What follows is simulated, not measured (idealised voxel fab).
Presented below is a process module, voxel ribs on slabs.
Each square cell in cross-section cut measures 5 nm, and the section as a whole is 190 nm wide.
A cross-section is written here as square cells arranged in a grid, and it is given in bands from the top down, each band taking up one or more rows of cells. Band: top height; bottom height; in nm. Then, left to right: material with width in nm, for each material. "full width": a single material spanning edge to edge. "empty": empty space. Height is counted from the level 0, under which the received wafer is composed throughout of one material. The lowest of the bands is not closed at the bottom but continues downward, in the notation "top 0, no bottom". When a width is written as two numbers, as in "30..40", the first number is the width in the top row of cells of the band and the second is the width in its bottom row, and the width changes by the same amount from each row to the next. "nothing different" after a step means that no cell of the cross-section changed. The label "Enclosed cavities" introduces a list of the empty spaces, 8 cells or larger, that have no open way up to the top; each entry in it reads width x height at distance, where the distance is taken from the left edge and all three are stated in nm. It should be noted that, on the line of a given step, the content following the step's settings is a remark produced by the simulator itself with respect to that step. overlay nm: for a step with a mask, the amount by which the mask lay right of where it was planned; a negative amount means left of it.
### Steps in the process plan
1,RECEIVE, material Si
2,DIRECTIONAL_DEP, material SiO2, thk nm 30
3,DIRECTIONAL_DEP, material polySi, thk nm 15
4,MASKED_ETCH, tone cover, mask id RIB, width nm 25, etch materials polySi, depth nm 10, overlay nm 0
5,MASKED_ETCH, tone cover, mask id SLAB, width nm 65, etch materials polySi, depth nm 5, overlay nm 0
6,FILL_DEP, material SiO2, thk nm 15
7,CMP, height nm 55
8,DIRECTIONAL_DEP, material TiN, thk nm 10
9,PATTERN, tone cover, mask id HEATER, material resist, width nm 35, thk nm 15, overlay nm 0
10,DIRECTIONAL_ETCH, etch materials TiN, depth nm 10
11,STRIP, etch materials resist
12,CONFORMAL_DEP, material SiN, thk nm 10
### First of two wafers, processed according to plan
### Wafer cross-section on receipt, i.e. after step 1
    top 0, no bottom  Si full width
    Enclosed cavities: none
### Wafer section view after processing step 2
    top 30, bottom 0  SiO2 full width
    Nothing below the height 0 has changed.
### Wafer section view after processing step 3
    top 45, bottom 30  polySi full width
    Nothing below the height 30 has changed.
### Wafer section view after processing step 4
    top 45, bottom 35  80 empty, then 25 polySi, then 85 empty
    Nothing below the height 35 has changed.
### Wafer section view after processing step 5
    top 45, bottom 35  80 empty, then 25 polySi, then 85 empty
    top 35, bottom 30  60 empty, then 65 polySi, then 65 empty
    Nothing below the height 30 has changed.
### Wafer section view after processing step 6
    top 60, bottom 45  SiO2 full width
    top 45, bottom 35  80 SiO2, then 25 polySi, then 85 SiO2
    top 35, bottom 30  60 SiO2, then 65 polySi, then 65 SiO2
    Nothing below the height 30 has changed.
### Wafer section view after processing step 7
    top 55, bottom 45  SiO2 full width
    Nothing below the height 45 has changed.
### Wafer section view after processing step 8
    top 65, bottom 55  TiN full width
    Nothing below the height 55 has changed.
### Wafer section view after processing step 9
    top 80, bottom 65  75 empty, then 35 resist, then 80 empty
    Nothing below the height 65 has changed.
### Wafer section view after processing step 10
    top 80, bottom 65  75 empty, then 35 resist, then 80 empty
    top 65, bottom 55  75 empty, then 35 TiN, then 80 empty
    Nothing below the height 55 has changed.
### Wafer section view after processing step 11
    top 65, bottom 55  75 empty, then 35 TiN, then 80 empty
    Nothing below the height 55 has changed.
### Wafer section view after processing step 12
    top 75, bottom 65  65 empty, then 55 SiN, then 70 empty
    top 65, bottom 55  75 SiN, then 35 TiN, then 80 SiN
    Nothing below the height 55 has changed.
### Second of two: same start, same plan, one run error; steps up to and including 4 match the first
### Look at the second wafer in cross-section at the time step 5 ought to have finished
    top 45, bottom 35  80 empty, then 25 polySi, then 85 empty
    top 35, bottom 30  65 empty, then 65 polySi, then 60 empty
    Nothing below the height 30 has changed.
### Look at the second wafer in cross-section at the time step 6 ought to have finished
    top 60, bottom 45  SiO2 full width
    top 45, bottom 35  80 SiO2, then 25 polySi, then 85 SiO2
    top 35, bottom 30  65 SiO2, then 65 polySi, then 60 SiO2
    Nothing below the height 30 has changed.
### Look at the second wafer in cross-section at the time step 7 ought to have finished
    top 55, bottom 45  SiO2 full width
    Nothing below the height 45 has changed.
### Look at the second wafer in cross-section at the time step 8 ought to have finished
    top 65, bottom 55  TiN full width
    Nothing below the height 55 has changed.
### Look at the second wafer in cross-section at the time step 9 ought to have finished
    top 80, bottom 65  75 empty, then 35 resist, then 80 empty
    Nothing below the height 65 has changed.
### Look at the second wafer in cross-section at the time step 10 ought to have finished
    top 80, bottom 65  75 empty, then 35 resist, then 80 empty
    top 65, bottom 55  75 empty, then 35 TiN, then 80 empty
    Nothing below the height 55 has changed.
### Look at the second wafer in cross-section at the time step 11 ought to have finished
    top 65, bottom 55  75 empty, then 35 TiN, then 80 empty
    Nothing below the height 55 has changed.
### Look at the second wafer in cross-section at the time step 12 ought to have finished
    top 75, bottom 65  65 empty, then 55 SiN, then 70 empty
    top 65, bottom 55  75 SiN, then 35 TiN, then 80 SiN
    Nothing below the height 55 has changed.
Error vs. plan: step 5 ran differently from the plan; actual operation with settings: MASKED_ETCH, tone cover, mask id SLAB, width nm 65, etch materials polySi, depth nm 5, overlay nm 5
Final state: per-material cell counts identical on both wafers; locations differ.
